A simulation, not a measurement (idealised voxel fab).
Process module, titled voxel capacitor over wiring
The figure presents cross-section cut, which has a width of 235 nm and is divided into square cells with an edge length of 5 nm.
Cross-section, as written here: a square-cell grid given band by band from the top down, where a band holds one or more rows of cells. Band: top and bottom heights (nm) first, top before bottom; then materials from left to right, widths in nm. "throughout" marks a sole material filling the band edge to edge. "empty" denotes empty space. Below 0: as-received wafer, all one material; heights counted from there. Lowest band: no bottom, goes on down, written "from 0 down". A width such as "30..40" changes by the same amount from each row of cells to the next, from the band's top row to its bottom row. "changes: none" -> step changed no cross-section cell. Under "Entrapped void list" you'll find the enclosed gaps, the ones with no way out to the top, that are 8 cells or bigger; each reads width x height at distance, with distance counted from the left edge, everything in nm. On each step's line, the part that comes after the settings is the simulator's own comment on the step. A step's line can hold "overlay nm"; with a mask on that step, the setting says how far right of the planned place the mask lay, while a negative setting says it lay to the left. Each of the pairs that make up the rest of this document says: here is the cross-section before one process step, here is the cross-section after it, drawn only down to the lowest band that changed, and here, under the pair, is the step lying between them with its settings. Different pairs may come from different runs of this module on the same starting wafer, so a pair continues from the pair above it only where its entry headed "Before step" says so.

# Before step
- from 100 to 80 | empty 65 nm  resist 75 nm  empty 95 nm
- from 80 to 75 | empty 65 nm  TiN 75 nm  empty 95 nm
- from 75 to 70 | empty 65 nm  Al2O3 75 nm  empty 95 nm
- from 70 to 60 | TiN throughout
- from 60 to 45 | lowk 65 nm  TiN 5 nm  Ru 5 nm  TiN 5 nm  lowk 155 nm
- from 45 to 40 | SiCN 65 nm  TiN 15 nm  SiCN 155 nm
- from 40 to 20 | Ru 60 nm  SiO2 20 nm  Ru 70 nm  SiO2 20 nm  Ru 65 nm
- from 20 to 15 | TiN 60 nm  SiO2 20 nm  TiN 70 nm  SiO2 20 nm  TiN 65 nm
- from 15 to 0 | SiO2 throughout
- from 0 down | Si throughout
- Entrapped void list: none

# Cross-Section Thereafter
- from 80 to 75 | empty 65 nm  TiN 75 nm  empty 95 nm
- below 75: unchanged
- Entrapped void list: none
Here is the step that sits between the two cross-sections above: op STRIP | etch materials resist

Before step: the wafer arrives at this step looking as the after cross-section in the pair just above shows it.

# Cross-Section Thereafter
- from 95 to 80 | empty 60 nm  resist 85 nm  empty 90 nm
- from 80 to 75 | empty 60 nm  resist 5 nm  TiN 75 nm  resist 5 nm  empty 90 nm
- from 75 to 70 | empty 60 nm  resist 5 nm  Al2O3 75 nm  resist 5 nm  empty 90 nm
- below 70: unchanged
- Entrapped void list: none
Here is the step that sits between the two cross-sections above: op PATTERN | tone cover | mask id LOWER_PLATE | material resist | width nm 85 | thk nm 15 | overlay nm 0

Before step: the wafer arrives at this step looking as the after cross-section in the pair just above shows it.

# Cross-Section Thereafter
- from 95 to 80 | empty 60 nm  resist 85 nm  empty 90 nm
- from 80 to 75 | empty 60 nm  resist 5 nm  TiN 75 nm  resist 5 nm  empty 90 nm
- from 75 to 70 | empty 60 nm  resist 5 nm  Al2O3 75 nm  resist 5 nm  empty 90 nm
- from 70 to 60 | empty 60 nm  TiN 85 nm  empty 90 nm
- below 60: unchanged
- Entrapped void list: none
Here is the step that sits between the two cross-sections above: op DIRECTIONAL_ETCH | etch materials TiN | depth nm 10

Before step: the wafer arrives at this step looking as the after cross-section in the pair just above shows it.

# Cross-Section Thereafter
- from 80 to 75 | empty 65 nm  TiN 75 nm  empty 95 nm
- from 75 to 70 | empty 65 nm  Al2O3 75 nm  empty 95 nm
- below 70: unchanged
- Entrapped void list: none
Here is the step that sits between the two cross-sections above: op STRIP | etch materials resist

Before step: the wafer arrives at this step looking as the after cross-section in the pair just above shows it.

# Cross-Section Thereafter
- from 95 to 80 | SiO2 throughout
- from 80 to 75 | SiO2 65 nm  TiN 75 nm  SiO2 95 nm
- from 75 to 70 | SiO2 65 nm  Al2O3 75 nm  SiO2 95 nm
- from 70 to 60 | SiO2 60 nm  TiN 85 nm  SiO2 90 nm
- below 60: unchanged
- Entrapped void list: none
Here is the step that sits between the two cross-sections above: op FILL_DEP | material SiO2 | thk nm 15

Before step: the wafer arrives at this step looking as the after cross-section in the pair just above shows it.

# Cross-Section Thereafter
- from 90 to 80 | SiO2 throughout
- below 80: unchanged
- Entrapped void list: none
Here is the step that sits between the two cross-sections above: op CMP | height nm 90

Before step: the wafer arrives at this step looking as the after cross-section in the pair just above shows it.

# Cross-Section Thereafter
- from 90 to 80 | SiO2 75 nm  empty 15 nm  SiO2 145 nm
- below 80: unchanged
- Entrapped void list: none
Here is the step that sits between the two cross-sections above: op MASKED_ETCH | tone open | mask id PLUG_2 | width nm 15 | etch materials SiO2 | depth nm 10 | overlay nm 0

Before step: the wafer arrives at this step looking as the after cross-section in the pair just above shows it.

# Cross-Section Thereafter
- from 95 to 90 | TiN 80 nm  empty 5 nm  TiN 150 nm
- from 90 to 85 | SiO2 75 nm  TiN 5 nm  empty 5 nm  TiN 5 nm  SiO2 145 nm
- from 85 to 75 | SiO2 75..65 nm  TiN 15..75 nm  SiO2 145..95 nm
- below 75: unchanged
- Entrapped void list: none
Here is the step that sits between the two cross-sections above: op CONFORMAL_DEP | material TiN | thk nm 5

Before step: the wafer arrives at this step looking as the after cross-section in the pair just above shows it.

# Cross-Section Thereafter
- from 105 to 95 | Ru throughout
- from 95 to 90 | TiN 80 nm  Ru 5 nm  TiN 150 nm
- from 90 to 85 | SiO2 75 nm  TiN 5 nm  Ru 5 nm  TiN 5 nm  SiO2 145 nm
- below 85: unchanged
- Entrapped void list: none
Here is the step that sits between the two cross-sections above: op FILL_DEP | material Ru | thk nm 10

Before step: the wafer arrives at this step looking as the after cross-section in the pair just above shows it.

# Cross-Section Thereafter
- from 90 to 85 | SiO2 75 nm  TiN 5 nm  Ru 5 nm  TiN 5 nm  SiO2 145 nm
- below 85: unchanged
- Entrapped void list: none
Here is the step that sits between the two cross-sections above: op CMP | height nm 90

Before step: the wafer arrives at this step looking as the after cross-section in the pair just above shows it.

# Cross-Section Thereafter
- from 95 to 90 | SiN throughout
- below 90: unchanged
- Entrapped void list: none
Here is the step that sits between the two cross-sections above: op CONFORMAL_DEP | material SiN | thk nm 5
